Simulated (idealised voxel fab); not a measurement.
voxel ribs on slabs: a process module
We display cut, a cross-section 150 nm in width whose square cells are each 5 nm.
A cross-section in this document is a grid of square cells, and it is written down as bands, the top band listed before the ones below it; a band is made up of one or more rows of cells. The band entry comprises the height of the band's top followed by the height of its bottom, expressed in nm, and subsequently the band's materials from left to right, each stated together with its width in nm. Where a single material is marked with the word "throughout", that material fills the band from edge to edge. The word "empty" represents empty space. Height is counted from the level 0, under which the received wafer is composed throughout of one material. The lowest of the bands is not closed at the bottom but continues downward, in the notation "0..down". Read "30..40" as a graded width: first number on top, second number at the bottom, same change between each pair of neighbouring rows. "nothing was modified" for a step: no cell of the cross-section changed in that step. Enclosed voids (no open way to top), threshold 8 cells or more, entry "Unvented cavities", notation width x height at distance, distance from left edge, nm. On a step's line, text after the settings is the simulator commenting on that step. The setting "overlay nm" may be written on the line of a step. When the step uses a mask, the value reports how far to the right of the planned place the mask lay, and a negative value reports that it lay to the left.

# The planned process steps are enumerated hereunder
1 RECEIVE | material Si
2 DIRECTIONAL_DEP | material SiO2 | thk nm 20
3 DIRECTIONAL_DEP | material polySi | thk nm 25
4 MASKED_ETCH | tone cover | mask id RIB | width nm 15 | etch materials polySi | depth nm 15 | overlay nm 0
5 DIRECTIONAL_DEP | material aC | thk nm 15
6 PATTERN | tone cover | mask id SLAB | material resist | width nm 50 | thk nm 30 | overlay nm 0
7 DIRECTIONAL_ETCH | etch materials aC | depth nm 15
8 STRIP | etch materials resist
9 DIRECTIONAL_ETCH | etch materials polySi | depth nm 10
10 STRIP | etch materials aC
11 FILL_DEP | material SiO2 | thk nm 15
12 CMP | height nm 55
13 DIRECTIONAL_DEP | material W | thk nm 5
14 DIRECTIONAL_DEP | material aC | thk nm 15
15 PATTERN | tone cover | mask id HEATER | material resist | width nm 30 | thk nm 30 | overlay nm 0
16 DIRECTIONAL_ETCH | etch materials aC | depth nm 15
17 STRIP | etch materials resist
18 DIRECTIONAL_ETCH | etch materials W | depth nm 5
19 STRIP | etch materials aC
20 CONFORMAL_DEP | material SiO2 | thk nm 10
Across this set of wafers, the varied parameter is the width nm of step 4. Starting conditions are identical for every wafer, and the plan reports the value assigned to the first wafer.

# The first of several wafers as received, shown in cross-section; this is its state after step 1
	0..down  Si throughout
	Unvented cavities: none

# Depicted here is the first of several wafers in cross-section, at module completion following the last step, step 20
	70..65  empty 50, then SiO2 50, then empty 50
	65..60  SiO2 throughout
	60..55  SiO2 60, then W 30, then SiO2 60
	55..45  SiO2 throughout
	45..30  SiO2 70, then polySi 15, then SiO2 65
	30..20  SiO2 50, then polySi 50, then SiO2 50
	20..0  SiO2 throughout
	0..down  Si throughout
	Unvented cavities: none

# Of the several wafers, the last: cross-section at the end of the module
	70..65  empty 50, then SiO2 50, then empty 50
	65..60  SiO2 throughout
	60..55  SiO2 60, then W 30, then SiO2 60
	55..45  SiO2 throughout
	45..30  SiO2 60, then polySi 35, then SiO2 55
	30..20  SiO2 50, then polySi 50, then SiO2 50
	20..0  SiO2 throughout
	0..down  Si throughout
	Unvented cavities: none

# End of module, by wafer: material-by-material cell gain (+) or loss (-) since receipt, then closed voids
width nm 15; +365 SiO2; +6 W; +29 polySi; Unvented cavities: none
width nm 20; +362 SiO2; +6 W; +32 polySi; Unvented cavities: none
width nm 25; +359 SiO2; +6 W; +35 polySi; Unvented cavities: none
width nm 30; +356 SiO2; +6 W; +38 polySi; Unvented cavities: none
width nm 35; +353 SiO2; +6 W; +41 polySi; Unvented cavities: none
